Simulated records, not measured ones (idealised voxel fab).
Title: Process Module voxel released beams
Cross-section cut: width 235 nm, square cells of 5 nm.
Cross-section spec: square-cell grid; bands listed top down; each band is one or more rows. Within each band entry, the heights of the top and of the bottom of the band appear first, in that order and in nm; the materials of the band then follow from left to right, each with its corresponding width in nm. The designation "edge to edge" on a single material indicates that it fills the band from edge to edge; the designation "empty" indicates empty space. Heights are expressed relative to 0, this being the level below which the as-received wafer comprises one material exclusively. The lowest band is unbounded in the downward direction and is denoted as in "z 0 and below". You'd read "30 to 40" like this: the band's top row of cells is as wide as the first number, its bottom row is as wide as the second, and going down, every row changes width by the same amount as the row before did. "remained unchanged" for a step: no cell of the cross-section changed in that step. "Sealed void inventory" contains a list of empty spaces, each no smaller than 8 cells and without an open way to the top, written in the form width x height at distance with the distance from the left edge and all three in nm. Step line, after settings: the simulator's comment on this step. On any step carrying a mask, the "overlay nm" setting, if present on the step's line, tells how far right of its planned place the mask lay; negative values point to the left. Guide to the pairs. Each holds a before and an after cross-section around one process step; the after cross-section is cut off at the lowest band that changed. Look under the pair for the step between them and its settings. Pairs can come from different runs of this module on the same starting wafer, so a pair follows on from the one above it only where its entry headed "Pre-process cross-section" says it does.

Pre-process cross-section
- z 0 and below  Si edge to edge
- Sealed void inventory: none

Post-Process Section
- z 10 to 0  SiN edge to edge
- Lower than 0, everything is as it was.
- Sealed void inventory: none
In between the cross-sections above, the run called for CONFORMAL_DEP,material SiN,thk nm 10

Pre-process cross-section: identical to the post-step cross-section of the immediately preceding pair.

Post-Process Section
- z 25 to 10  SiO2 edge to edge
- Lower than 10, everything is as it was.
- Sealed void inventory: none
In between the cross-sections above, the run called for DIRECTIONAL_DEP,material SiO2,thk nm 15

Pre-process cross-section: identical to the post-step cross-section of the immediately preceding pair.

Post-Process Section
- z 35 to 25  aC edge to edge
- Lower than 25, everything is as it was.
- Sealed void inventory: none
In between the cross-sections above, the run called for DIRECTIONAL_DEP,material aC,thk nm 10

Pre-process cross-section: identical to the post-step cross-section of the immediately preceding pair.

Post-Process Section
- z 60 to 35  resist: 75 | empty: 35 | resist: 125
- Lower than 35, everything is as it was.
- Sealed void inventory: none
In between the cross-sections above, the run called for PATTERN,tone open,mask id ANCHOR,material resist,width nm 35,thk nm 25,overlay nm 0

Pre-process cross-section: identical to the post-step cross-section of the immediately preceding pair.

Post-Process Section
- z 50 to 35  resist: 75 | empty: 35 | resist: 125
- z 35 to 25  aC: 75 | empty: 35 | aC: 125
- Lower than 25, everything is as it was.
- Sealed void inventory: none
In between the cross-sections above, the run called for DIRECTIONAL_ETCH,etch materials aC,depth nm 10

Pre-process cross-section: identical to the post-step cross-section of the immediately preceding pair.

Post-Process Section
- z 35 to 25  aC: 75 | empty: 35 | aC: 125
- Lower than 25, everything is as it was.
- Sealed void inventory: none
In between the cross-sections above, the run called for STRIP,etch materials resist

Pre-process cross-section: identical to the post-step cross-section of the immediately preceding pair.

Post-Process Section
- z 35 to 25  aC: 75 | empty: 35 | aC: 125
- z 25 to 10  SiO2: 75 | empty: 35 | SiO2: 125
- Lower than 10, everything is as it was.
- Sealed void inventory: none
In between the cross-sections above, the run called for DIRECTIONAL_ETCH,etch materials SiO2,depth nm 15

Pre-process cross-section: identical to the post-step cross-section of the immediately preceding pair.

Post-Process Section
- z 25 to 10  SiO2: 75 | empty: 35 | SiO2: 125
- Lower than 10, everything is as it was.
- Sealed void inventory: none
In between the cross-sections above, the run called for STRIP,etch materials aC

Pre-process cross-section: identical to the post-step cross-section of the immediately preceding pair.

Post-Process Section
- z 35 to 25  TiN: 85 | empty: 15 | TiN: 135
- z 25 to 20  SiO2: 75 | TiN: 10 | empty: 15 | TiN: 10 | SiO2: 125
- z 20 to 10  SiO2: 75 | TiN: 35 | SiO2: 125
- Lower than 10, everything is as it was.
- Sealed void inventory: none
In between the cross-sections above, the run called for CONFORMAL_DEP,material TiN,thk nm 10

Pre-process cross-section: identical to the post-step cross-section of the immediately preceding pair.

Post-Process Section
- z 50 to 35  aC: 85 | empty: 15 | aC: 135
- z 35 to 25  TiN: 85 | aC: 15 | TiN: 135
- z 25 to 20  SiO2: 75 | TiN: 10 | aC: 15 | TiN: 10 | SiO2: 125
- Lower than 20, everything is as it was.
- Sealed void inventory: none
In between the cross-sections above, the run called for DIRECTIONAL_DEP,material aC,thk nm 15

Pre-process cross-section: identical to the post-step cross-section of the immediately preceding pair.

Post-Process Section
- z 80 to 50  empty: 70 | resist: 90 | empty: 75
- z 50 to 35  aC: 85 | resist: 15 | aC: 135
- Lower than 35, everything is as it was.
- Sealed void inventory: none
In between the cross-sections above, the run called for PATTERN,tone cover,mask id BEAM,material resist,width nm 90,thk nm 30,overlay nm 0

Pre-process cross-section: identical to the post-step cross-section of the immediately preceding pair.

Post-Process Section
- z 65 to 50  empty: 70 | resist: 90 | empty: 75
- z 50 to 35  empty: 70 | aC: 15 | resist: 15 | aC: 60 | empty: 75
- Lower than 35, everything is as it was.
- Sealed void inventory: none
In between the cross-sections above, the run called for DIRECTIONAL_ETCH,etch materials aC,depth nm 15

Pre-process cross-section: identical to the post-step cross-section of the immediately preceding pair.

Post-Process Section
- z 50 to 35  empty: 70 | aC: 15 | empty: 15 | aC: 60 | empty: 75
- Lower than 35, everything is as it was.
- Sealed void inventory: none
In between the cross-sections above, the run called for STRIP,etch materials resist

Pre-process cross-section: identical to the post-step cross-section of the immediately preceding pair.

Post-Process Section
- z 50 to 35  empty: 70 | aC: 15 | empty: 15 | aC: 60 | empty: 75
- z 35 to 25  empty: 70 | TiN: 15 | aC: 15 | TiN: 60 | empty: 75
- Lower than 25, everything is as it was.
- Sealed void inventory: none
In between the cross-sections above, the run called for DIRECTIONAL_ETCH,etch materials TiN,depth nm 10

Pre-process cross-section: identical to the post-step cross-section of the immediately preceding pair.

Post-Process Section
- z 35 to 25  empty: 70 | TiN: 15 | empty: 15 | TiN: 60 | empty: 75
- z 25 to 20  SiO2: 75 | TiN: 10 | empty: 15 | TiN: 10 | SiO2: 125
- Lower than 20, everything is as it was.
- Sealed void inventory: none
In between the cross-sections above, the run called for STRIP,etch materials aC

Pre-process cross-section: identical to the post-step cross-section of the immediately preceding pair.

Post-Process Section
- z 35 to 25  empty: 70 | TiN: 15 | empty: 15 | TiN: 60 | empty: 75
- z 25 to 20  empty: 75 | TiN: 10 | empty: 15 | TiN: 10 | empty: 125
- z 20 to 10  empty: 75 | TiN: 35 | empty: 125
- Lower than 10, everything is as it was.
- Sealed void inventory: none
In between the cross-sections above, the run called for STRIP,etch materials SiO2

Pre-process cross-section
- z 0 and below  Si edge to edge
- Sealed void inventory: none

Post-Process Section
- z 15 to 0  SiO2 edge to edge
- Lower than 0, everything is as it was.
- Sealed void inventory: none
In between the cross-sections above, the run called for DIRECTIONAL_DEP,material SiO2,thk nm 15

Pre-process cross-section: identical to the post-step cross-section of the immediately preceding pair.

Post-Process Section
- z 25 to 15  aC edge to edge
- Lower than 15, everything is as it was.
- Sealed void inventory: none
In between the cross-sections above, the run called for DIRECTIONAL_DEP,material aC,thk nm 10

Pre-process cross-section: identical to the post-step cross-section of the immediately preceding pair.

Post-Process Section
- z 50 to 25  resist: 75 | empty: 35 | resist: 125
- Lower than 25, everything is as it was.
- Sealed void inventory: none
In between the cross-sections above, the run called for PATTERN,tone open,mask id ANCHOR,material resist,width nm 35,thk nm 25,overlay nm 0

Pre-process cross-section: identical to the post-step cross-section of the immediately preceding pair.

Post-Process Section
- z 40 to 25  resist: 75 | empty: 35 | resist: 125
- z 25 to 15  aC: 75 | empty: 35 | aC: 125
- Lower than 15, everything is as it was.
- Sealed void inventory: none
In between the cross-sections above, the run called for DIRECTIONAL_ETCH,etch materials aC,depth nm 10

Pre-process cross-section: identical to the post-step cross-section of the immediately preceding pair.

Post-Process Section
- z 25 to 15  aC: 75 | empty: 35 | aC: 125
- Lower than 15, everything is as it was.
- Sealed void inventory: none
In between the cross-sections above, the run called for STRIP,etch materials resist

Pre-process cross-section: identical to the post-step cross-section of the immediately preceding pair.

Post-Process Section
- z 25 to 15  aC: 75 | empty: 35 | aC: 125
- z 15 to 0  SiO2: 75 | empty: 35 | SiO2: 125
- Lower than 0, everything is as it was.
- Sealed void inventory: none
In between the cross-sections above, the run called for DIRECTIONAL_ETCH,etch materials SiO2,depth nm 15

Pre-process cross-section: identical to the post-step cross-section of the immediately preceding pair.

Post-Process Section
- z 15 to 0  SiO2: 75 | empty: 35 | SiO2: 125
- Lower than 0, everything is as it was.
- Sealed void inventory: none
In between the cross-sections above, the run called for STRIP,etch materials aC

Pre-process cross-section: identical to the post-step cross-section of the immediately preceding pair.

Post-Process Section
- z 25 to 15  TiN: 85 | empty: 15 | TiN: 135
- z 15 to 10  SiO2: 75 | TiN: 10 | empty: 15 | TiN: 10 | SiO2: 125
- z 10 to 0  SiO2: 75 | TiN: 35 | SiO2: 125
- Lower than 0, everything is as it was.
- Sealed void inventory: none
In between the cross-sections above, the run called for CONFORMAL_DEP,material TiN,thk nm 10

Pre-process cross-section: identical to the post-step cross-section of the immediately preceding pair.

Post-Process Section
- z 40 to 25  aC: 85 | empty: 15 | aC: 135
- z 25 to 15  TiN: 85 | aC: 15 | TiN: 135
- z 15 to 10  SiO2: 75 | TiN: 10 | aC: 15 | TiN: 10 | SiO2: 125
- Lower than 10, everything is as it was.
- Sealed void inventory: none
In between the cross-sections above, the run called for DIRECTIONAL_DEP,material aC,thk nm 15

Pre-process cross-section: identical to the post-step cross-section of the immediately preceding pair.

Post-Process Section
- z 70 to 40  empty: 70 | resist: 90 | empty: 75
- z 40 to 25  aC: 85 | resist: 15 | aC: 135
- Lower than 25, everything is as it was.
- Sealed void inventory: none
In between the cross-sections above, the run called for PATTERN,tone cover,mask id BEAM,material resist,width nm 90,thk nm 30,overlay nm 0

Pre-process cross-section: identical to the post-step cross-section of the immediately preceding pair.

Post-Process Section
- z 55 to 40  empty: 70 | resist: 90 | empty: 75
- z 40 to 25  empty: 70 | aC: 15 | resist: 15 | aC: 60 | empty: 75
- Lower than 25, everything is as it was.
- Sealed void inventory: none
In between the cross-sections above, the run called for DIRECTIONAL_ETCH,etch materials aC,depth nm 15

Pre-process cross-section: identical to the post-step cross-section of the immediately preceding pair.

Post-Process Section
- z 40 to 25  empty: 70 | aC: 15 | empty: 15 | aC: 60 | empty: 75
- Lower than 25, everything is as it was.
- Sealed void inventory: none
In between the cross-sections above, the run called for STRIP,etch materials resist

Pre-process cross-section: identical to the post-step cross-section of the immediately preceding pair.

Post-Process Section
- z 40 to 25  empty: 70 | aC: 15 | empty: 15 | aC: 60 | empty: 75
- z 25 to 15  empty: 70 | TiN: 15 | aC: 15 | TiN: 60 | empty: 75
- Lower than 15, everything is as it was.
- Sealed void inventory: none
In between the cross-sections above, the run called for DIRECTIONAL_ETCH,etch materials TiN,depth nm 10

Pre-process cross-section: identical to the post-step cross-section of the immediately preceding pair.

Post-Process Section
- z 25 to 15  empty: 70 | TiN: 15 | empty: 15 | TiN: 60 | empty: 75
- z 15 to 10  SiO2: 75 | TiN: 10 | empty: 15 | TiN: 10 | SiO2: 125
- Lower than 10, everything is as it was.
- Sealed void inventory: none
In between the cross-sections above, the run called for STRIP,etch materials aC

Pre-process cross-section: identical to the post-step cross-section of the immediately preceding pair.

Post-Process Section
- z 25 to 15  empty: 70 | TiN: 15 | empty: 15 | TiN: 60 | empty: 75
- z 15 to 10  empty: 75 | TiN: 10 | empty: 15 | TiN: 10 | empty: 125
- z 10 to 0  empty: 75 | TiN: 35 | empty: 125
- Lower than 0, everything is as it was.
- Sealed void inventory: none
In between the cross-sections above, the run called for STRIP,etch materials SiO2

Pre-process cross-section
- z 15 to 0  SiO2 edge to edge
- z 0 and below  Si edge to edge
- Sealed void inventory: none

Post-Process Section
- z 25 to 15  SiN edge to edge
- Lower than 15, everything is as it was.
- Sealed void inventory: none
In between the cross-sections above, the run called for CONFORMAL_DEP,material SiN,thk nm 10

Pre-process cross-section: identical to the post-step cross-section of the immediately preceding pair.

Post-Process Section
- z 35 to 25  aC edge to edge
- Lower than 25, everything is as it was.
- Sealed void inventory: none
In between the cross-sections above, the run called for DIRECTIONAL_DEP,material aC,thk nm 10

Pre-process cross-section: identical to the post-step cross-section of the immediately preceding pair.

Post-Process Section
- z 60 to 35  resist: 75 | empty: 35 | resist: 125
- Lower than 35, everything is as it was.
- Sealed void inventory: none
In between the cross-sections above, the run called for PATTERN,tone open,mask id ANCHOR,material resist,width nm 35,thk nm 25,overlay nm 0

Pre-process cross-section: identical to the post-step cross-section of the immediately preceding pair.

Post-Process Section
- z 50 to 35  resist: 75 | empty: 35 | resist: 125
- z 35 to 25  aC: 75 | empty: 35 | aC: 125
- Lower than 25, everything is as it was.
- Sealed void inventory: none
In between the cross-sections above, the run called for DIRECTIONAL_ETCH,etch materials aC,depth nm 10

Pre-process cross-section: identical to the post-step cross-section of the immediately preceding pair.

Post-Process Section
- z 35 to 25  aC: 75 | empty: 35 | aC: 125
- Lower than 25, everything is as it was.
- Sealed void inventory: none
In between the cross-sections above, the run called for STRIP,etch materials resist

Pre-process cross-section: identical to the post-step cross-section of the immediately preceding pair.

Post-Process Section
- z 25 to 15  SiN edge to edge
- Lower than 15, everything is as it was.
- Sealed void inventory: none
In between the cross-sections above, the run called for STRIP,etch materials aC

Pre-process cross-section: identical to the post-step cross-section of the immediately preceding pair.

Post-Process Section
- z 35 to 25  TiN edge to edge
- Lower than 25, everything is as it was.
- Sealed void inventory: none
In between the cross-sections above, the run called for CONFORMAL_DEP,material TiN,thk nm 10

Pre-process cross-section: identical to the post-step cross-section of the immediately preceding pair.

Post-Process Section
- z 50 to 35  aC edge to edge
- Lower than 35, everything is as it was.
- Sealed void inventory: none
In between the cross-sections above, the run called for DIRECTIONAL_DEP,material aC,thk nm 15

Pre-process cross-section: identical to the post-step cross-section of the immediately preceding pair.

Post-Process Section
- z 80 to 50  empty: 70 | resist: 90 | empty: 75
- Lower than 50, everything is as it was.
- Sealed void inventory: none
In between the cross-sections above, the run called for PATTERN,tone cover,mask id BEAM,material resist,width nm 90,thk nm 30,overlay nm 0

Pre-process cross-section: identical to the post-step cross-section of the immediately preceding pair.

Post-Process Section
- z 65 to 50  empty: 70 | resist: 90 | empty: 75
- z 50 to 35  empty: 70 | aC: 90 | empty: 75
- Lower than 35, everything is as it was.
- Sealed void inventory: none
In between the cross-sections above, the run called for DIRECTIONAL_ETCH,etch materials aC,depth nm 15

Pre-process cross-section: identical to the post-step cross-section of the immediately preceding pair.

Post-Process Section
- z 50 to 35  empty: 70 | aC: 90 | empty: 75
- Lower than 35, everything is as it was.
- Sealed void inventory: none
In between the cross-sections above, the run called for STRIP,etch materials resist

Pre-process cross-section: identical to the post-step cross-section of the immediately preceding pair.

Post-Process Section
- z 50 to 35  empty: 70 | aC: 90 | empty: 75
- z 35 to 25  empty: 70 | TiN: 90 | empty: 75
- Lower than 25, everything is as it was.
- Sealed void inventory: none
In between the cross-sections above, the run called for DIRECTIONAL_ETCH,etch materials TiN,depth nm 10

Pre-process cross-section: identical to the post-step cross-section of the immediately preceding pair.

Post-Process Section
- z 35 to 25  empty: 70 | TiN: 90 | empty: 75
- Lower than 25, everything is as it was.
- Sealed void inventory: none
In between the cross-sections above, the run called for STRIP,etch materials aC

Pre-process cross-section
- z 50 to 35  empty: 70 | aC: 15 | empty: 15 | aC: 60 | empty: 75
- z 35 to 25  TiN: 85 | aC: 15 | TiN: 135
- z 25 to 20  SiO2: 75 | TiN: 10 | aC: 15 | TiN: 10 | SiO2: 125
- z 20 to 10  SiO2: 75 | TiN: 35 | SiO2: 125
- z 10 to 0  SiN edge to edge
- z 0 and below  Si edge to edge
- Sealed void inventory: none

Post-Process Section
- z 50 to 35  empty: 70 | aC: 15 | empty: 15 | aC: 60 | empty: 75
- z 35 to 30  empty: 70 | TiN: 15 | aC: 15 | TiN: 60 | empty: 75
- Lower than 30, everything is as it was.
- Sealed void inventory: none
In between the cross-sections above, the run called for DIRECTIONAL_ETCH,etch materials TiN,depth nm 5

Pre-process cross-section: identical to the post-step cross-section of the immediately preceding pair.

Post-Process Section
- z 35 to 30  empty: 70 | TiN: 15 | empty: 15 | TiN: 60 | empty: 75
- z 30 to 25  TiN: 85 | empty: 15 | TiN: 135
- z 25 to 20  SiO2: 75 | TiN: 10 | empty: 15 | TiN: 10 | SiO2: 125
- Lower than 20, everything is as it was.
- Sealed void inventory: none
In between the cross-sections above, the run called for STRIP,etch materials aC

Pre-process cross-section
- z 50 to 35  aC: 85 | empty: 15 | aC: 135
- z 35 to 25  TiN: 85 | aC: 15 | TiN: 135
- z 25 to 20  SiO2: 75 | TiN: 10 | aC: 15 | TiN: 10 | SiO2: 125
- z 20 to 10  SiO2: 75 | TiN: 35 | SiO2: 125
- z 10 to 0  SiN edge to edge
- z 0 and below  Si edge to edge
- Sealed void inventory: none

Post-Process Section
- z 80 to 50  empty: 75 | resist: 80 | empty: 80
- z 50 to 35  aC: 85 | resist: 15 | aC: 135
- Lower than 35, everything is as it was.
- Sealed void inventory: none
In between the cross-sections above, the run called for PATTERN,tone cover,mask id BEAM,material resist,width nm 80,thk nm 30,overlay nm 0

Pre-process cross-section: identical to the post-step cross-section of the immediately preceding pair.

Post-Process Section
- z 65 to 50  empty: 75 | resist: 80 | empty: 80
- z 50 to 35  empty: 75 | aC: 10 | resist: 15 | aC: 55 | empty: 80
- Lower than 35, everything is as it was.
- Sealed void inventory: none
In between the cross-sections above, the run called for DIRECTIONAL_ETCH,etch materials aC,depth nm 15

Pre-process cross-section: identical to the post-step cross-section of the immediately preceding pair.

Post-Process Section
- z 50 to 35  empty: 75 | aC: 10 | empty: 15 | aC: 55 | empty: 80
- Lower than 35, everything is as it was.
- Sealed void inventory: none
In between the cross-sections above, the run called for STRIP,etch materials resist

Pre-process cross-section: identical to the post-step cross-section of the immediately preceding pair.

Post-Process Section
- z 50 to 35  empty: 75 | aC: 10 | empty: 15 | aC: 55 | empty: 80
- z 35 to 25  empty: 75 | TiN: 10 | aC: 15 | TiN: 55 | empty: 80
- Lower than 25, everything is as it was.
- Sealed void inventory: none
In between the cross-sections above, the run called for DIRECTIONAL_ETCH,etch materials TiN,depth nm 10

Pre-process cross-section: identical to the post-step cross-section of the immediately preceding pair.

Post-Process Section
- z 35 to 25  empty: 75 | TiN: 10 | empty: 15 | TiN: 55 | empty: 80
- z 25 to 20  SiO2: 75 | TiN: 10 | empty: 15 | TiN: 10 | SiO2: 125
- Lower than 20, everything is as it was.
- Sealed void inventory: none
In between the cross-sections above, the run called for STRIP,etch materials aC

Pre-process cross-section: identical to the post-step cross-section of the immediately preceding pair.

Post-Process Section
- z 35 to 25  empty: 75 | TiN: 10 | empty: 15 | TiN: 55 | empty: 80
- z 25 to 20  empty: 75 | TiN: 10 | empty: 15 | TiN: 10 | empty: 125
- z 20 to 10  empty: 75 | TiN: 35 | empty: 125
- Lower than 10, everything is as it was.
- Sealed void inventory: none
In between the cross-sections above, the run called for STRIP,etch materials SiO2

Pre-process cross-section
- z 50 to 35  aC: 85 | empty: 15 | aC: 135
- z 35 to 25  TiN: 85 | aC: 15 | TiN: 135
- z 25 to 20  SiO2: 75 | TiN: 10 | aC: 15 | TiN: 10 | SiO2: 125
- z 20 to 10  SiO2: 75 | TiN: 35 | SiO2: 125
- z 10 to 0  SiN edge to edge
- z 0 and below  Si edge to edge
- Sealed void inventory: none

Post-Process Section
- z 80 to 50  empty: 80 | resist: 90 | empty: 65
- z 50 to 35  aC: 85 | resist: 15 | aC: 135
- Lower than 35, everything is as it was.
- Sealed void inventory: none
In between the cross-sections above, the run called for PATTERN,tone cover,mask id BEAM,material resist,width nm 90,thk nm 30,overlay nm 10

Pre-process cross-section: identical to the post-step cross-section of the immediately preceding pair.

Post-Process Section
- z 65 to 50  empty: 80 | resist: 90 | empty: 65
- z 50 to 35  empty: 80 | aC: 5 | resist: 15 | aC: 70 | empty: 65
- Lower than 35, everything is as it was.
- Sealed void inventory: none
In between the cross-sections above, the run called for DIRECTIONAL_ETCH,etch materials aC,depth nm 15

Pre-process cross-section: identical to the post-step cross-section of the immediately preceding pair.

Post-Process Section
- z 50 to 35  empty: 80 | aC: 5 | empty: 15 | aC: 70 | empty: 65
- Lower than 35, everything is as it was.
- Sealed void inventory: none
In between the cross-sections above, the run called for STRIP,etch materials resist

Pre-process cross-section: identical to the post-step cross-section of the immediately preceding pair.

Post-Process Section
- z 50 to 35  empty: 80 | aC: 5 | empty: 15 | aC: 70 | empty: 65
- z 35 to 25  empty: 80 | TiN: 5 | aC: 15 | TiN: 70 | empty: 65
- Lower than 25, everything is as it was.
- Sealed void inventory: none
In between the cross-sections above, the run called for DIRECTIONAL_ETCH,etch materials TiN,depth nm 10

Pre-process cross-section: identical to the post-step cross-section of the immediately preceding pair.

Post-Process Section
- z 35 to 25  empty: 80 | TiN: 5 | empty: 15 | TiN: 70 | empty: 65
- z 25 to 20  SiO2: 75 | TiN: 10 | empty: 15 | TiN: 10 | SiO2: 125
- Lower than 20, everything is as it was.
- Sealed void inventory: none
In between the cross-sections above, the run called for STRIP,etch materials aC

Pre-process cross-section: identical to the post-step cross-section of the immediately preceding pair.

Post-Process Section
- z 35 to 25  empty: 80 | TiN: 5 | empty: 15 | TiN: 70 | empty: 65
- z 25 to 20  empty: 75 | TiN: 10 | empty: 15 | TiN: 10 | empty: 125
- z 20 to 10  empty: 75 | TiN: 35 | empty: 125
- Lower than 10, everything is as it was.
- Sealed void inventory: none
In between the cross-sections above, the run called for STRIP,etch materials SiO2

Pre-process cross-section
- z 35 to 25  TiN: 85 | empty: 15 | TiN: 135
- z 25 to 20  SiO2: 75 | TiN: 10 | empty: 15 | TiN: 10 | SiO2: 125
- z 20 to 10  SiO2: 75 | TiN: 35 | SiO2: 125
- z 10 to 0  SiN edge to edge
- z 0 and below  Si edge to edge
- Sealed void inventory: none

Post-Process Section
- z 50 to 35  SiN: 85 | empty: 15 | SiN: 135
- z 35 to 25  TiN: 85 | SiN: 15 | TiN: 135
- z 25 to 20  SiO2: 75 | TiN: 10 | SiN: 15 | TiN: 10 | SiO2: 125
- Lower than 20, everything is as it was.
- Sealed void inventory: none
In between the cross-sections above, the run called for DIRECTIONAL_DEP,material SiN,thk nm 15

Pre-process cross-section: identical to the post-step cross-section of the immediately preceding pair.

Post-Process Section
- z 80 to 50  empty: 70 | resist: 90 | empty: 75
- z 50 to 35  SiN: 85 | resist: 15 | SiN: 135
- Lower than 35, everything is as it was.
- Sealed void inventory: none
In between the cross-sections above, the run called for PATTERN,tone cover,mask id BEAM,material resist,width nm 90,thk nm 30,overlay nm 0

Pre-process cross-section: identical to the post-step cross-section of the immediately preceding pair.

Post-Process Section
- z 65 to 50  empty: 70 | resist: 90 | empty: 75
- Lower than 50, everything is as it was.
- Sealed void inventory: none
In between the cross-sections above, the run called for DIRECTIONAL_ETCH,etch materials aC,depth nm 15

Pre-process cross-section: identical to the post-step cross-section of the immediately preceding pair.

Post-Process Section
- z 50 to 35  SiN: 85 | empty: 15 | SiN: 135
- Lower than 35, everything is as it was.
- Sealed void inventory: none
In between the cross-sections above, the run called for STRIP,etch materials resist

Pre-process cross-section
- z 35 to 25  aC edge to edge
- z 25 to 10  SiO2 edge to edge
- z 10 to 0  SiN edge to edge
- z 0 and below  Si edge to edge
- Sealed void inventory: none

Post-Process Section
- z 60 to 35  empty: 75 | resist: 35 | empty: 125
- Lower than 35, everything is as it was.
- Sealed void inventory: none
In between the cross-sections above, the run called for PATTERN,tone cover,mask id ANCHOR,material resist,width nm 35,thk nm 25,overlay nm 0

Pre-process cross-section: identical to the post-step cross-section of the immediately preceding pair.

Post-Process Section
- z 50 to 35  empty: 75 | resist: 35 | empty: 125
- z 35 to 25  empty: 75 | aC: 35 | empty: 125
- Lower than 25, everything is as it was.
- Sealed void inventory: none
In between the cross-sections above, the run called for DIRECTIONAL_ETCH,etch materials aC,depth nm 10

Pre-process cross-section: identical to the post-step cross-section of the immediately preceding pair.

Post-Process Section
- z 35 to 25  empty: 75 | aC: 35 | empty: 125
- Lower than 25, everything is as it was.
- Sealed void inventory: none
In between the cross-sections above, the run called for STRIP,etch materials resist

Pre-process cross-section: identical to the post-step cross-section of the immediately preceding pair.

Post-Process Section
- z 35 to 25  empty: 75 | aC: 35 | empty: 125
- z 25 to 10  empty: 75 | SiO2: 35 | empty: 125
- Lower than 10, everything is as it was.
- Sealed void inventory: none
In between the cross-sections above, the run called for DIRECTIONAL_ETCH,etch materials SiO2,depth nm 15

Pre-process cross-section: identical to the post-step cross-section of the immediately preceding pair.

Post-Process Section
- z 25 to 10  empty: 75 | SiO2: 35 | empty: 125
- Lower than 10, everything is as it was.
- Sealed void inventory: none
In between the cross-sections above, the run called for STRIP,etch materials aC

Pre-process cross-section: identical to the post-step cross-section of the immediately preceding pair.

Post-Process Section
- z 35 to 25  empty: 65 | TiN: 55 | empty: 115
- z 25 to 20  empty: 65 | TiN: 10 | SiO2: 35 | TiN: 10 | empty: 115
- z 20 to 10  TiN: 75 | SiO2: 35 | TiN: 125
- Lower than 10, everything is as it was.
- Sealed void inventory: none
In between the cross-sections above, the run called for CONFORMAL_DEP,material TiN,thk nm 10

Pre-process cross-section: identical to the post-step cross-section of the immediately preceding pair.

Post-Process Section
- z 50 to 35  empty: 65 | aC: 55 | empty: 115
- z 35 to 25  aC: 65 | TiN: 55 | aC: 115
- z 25 to 20  aC: 65 | TiN: 10 | SiO2: 35 | TiN: 10 | aC: 115
- Lower than 20, everything is as it was.
- Sealed void inventory: none
In between the cross-sections above, the run called for DIRECTIONAL_DEP,material aC,thk nm 15

Pre-process cross-section: identical to the post-step cross-section of the immediately preceding pair.

Post-Process Section
- z 80 to 50  empty: 70 | resist: 90 | empty: 75
- z 50 to 35  empty: 65 | aC: 55 | resist: 40 | empty: 75
- Lower than 35, everything is as it was.
- Sealed void inventory: none
In between the cross-sections above, the run called for PATTERN,tone cover,mask id BEAM,material resist,width nm 90,thk nm 30,overlay nm 0

Pre-process cross-section: identical to the post-step cross-section of the immediately preceding pair.

Post-Process Section
- z 65 to 50  empty: 70 | resist: 90 | empty: 75
- z 50 to 35  empty: 70 | aC: 50 | resist: 40 | empty: 75
- z 35 to 25  empty: 65 | TiN: 55 | aC: 40 | empty: 75
- z 25 to 20  empty: 65 | TiN: 10 | SiO2: 35 | TiN: 10 | aC: 40 | empty: 75
- Lower than 20, everything is as it was.
- Sealed void inventory: none
In between the cross-sections above, the run called for DIRECTIONAL_ETCH,etch materials aC,depth nm 15

Pre-process cross-section: identical to the post-step cross-section of the immediately preceding pair.

Post-Process Section
- z 50 to 35  empty: 70 | aC: 50 | empty: 115
- Lower than 35, everything is as it was.
- Sealed void inventory: none
In between the cross-sections above, the run called for STRIP,etch materials resist

Pre-process cross-section: identical to the post-step cross-section of the immediately preceding pair.

Post-Process Section
- z 50 to 35  empty: 70 | aC: 50 | empty: 115
- z 35 to 25  empty: 70 | TiN: 50 | aC: 40 | empty: 75
- z 25 to 20  empty: 65 | TiN: 10 | SiO2: 35 | TiN: 10 | aC: 40 | empty: 75
- z 20 to 10  empty: 65 | TiN: 10 | SiO2: 35 | TiN: 50 | empty: 75
- Lower than 10, everything is as it was.
- Sealed void inventory: none
In between the cross-sections above, the run called for DIRECTIONAL_ETCH,etch materials TiN,depth nm 10

Pre-process cross-section: identical to the post-step cross-section of the immediately preceding pair.

Post-Process Section
- z 35 to 25  empty: 70 | TiN: 50 | empty: 115
- z 25 to 20  empty: 65 | TiN: 10 | SiO2: 35 | TiN: 10 | empty: 115
- Lower than 20, everything is as it was.
- Sealed void inventory: none
In between the cross-sections above, the run called for STRIP,etch materials aC
